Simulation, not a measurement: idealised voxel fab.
process module | voxel quadruple lines
cross-section cut | 280 nm wide | cells 5 nm
A cross-section is a grid of square cells, given in bands from the top down. A band is one or more rows of cells.
Each band's line starts with the height of the band's top and of its bottom, in nm. Then come its materials from left to right, each with its width in nm. One material with "throughout" fills the band from edge to edge. "air" is empty space.
Height 0 is the level under which the wafer as received is all one material. The lowest band goes on downwards, as in "0 down".
A width such as "30 to 40" changes by the same amount from each row of cells to the next, from the band's top row to its bottom row.
"no change" after a step means that no cell of the cross-section changed.
closed voids: empty space of 8 cells or more with no open way to the top, each as width x height at its distance from the left edge, in nm
after a step's settings: what the simulator itself notes on the step
overlay nm, on a step with a mask: how far to the right of its planned place the mask lay; to the left if negative
plan
1 op RECEIVE | material Si
2 op CONFORMAL_DEP | material SiO2 | thk nm 10
3 op DIRECTIONAL_DEP | material W | thk nm 15
4 op DIRECTIONAL_DEP | material polySi | thk nm 20
5 op DIRECTIONAL_DEP | material aC | thk nm 20
6 op PATTERN | tone cover | mask id MANDREL | material resist | width nm 30 | thk nm 25 | overlay nm 0
7 op DIRECTIONAL_ETCH | etch materials aC | depth nm 20
8 op STRIP | etch materials resist
9 op CONFORMAL_DEP | material SiO2 | thk nm 10
10 op DIRECTIONAL_ETCH | etch materials SiO2 | depth nm 10
11 op STRIP | etch materials aC
12 op DIRECTIONAL_ETCH | etch materials polySi | depth nm 20
13 op STRIP | etch materials SiO2
14 op CONFORMAL_DEP | material SiN | thk nm 10
15 op DIRECTIONAL_ETCH | etch materials SiN | depth nm 10
16 op STRIP | etch materials polySi
17 op DIRECTIONAL_ETCH | etch materials W | depth nm 15
18 op STRIP | etch materials SiN
as received, after step 1
  0 down: Si throughout
  closed voids: none
first wafer at the end, as planned
  25 to 10: air 105 | W 10 | air 10 | W 10 | air 10 | W 10 | air 10 | W 10 | air 105
  10 to 0: SiO2 throughout
  0 down: Si throughout
  closed voids: none
second wafer at the end: like start, like plan, one mistake
  15 to 0: air 105 | W 10 | air 10 | W 10 | air 10 | W 10 | air 10 | W 10 | air 105
  0 down: Si throughout
  closed voids: none
what went wrong: step 2 was left out
at the end the second wafer has, in cells: 112 fewer of SiO2
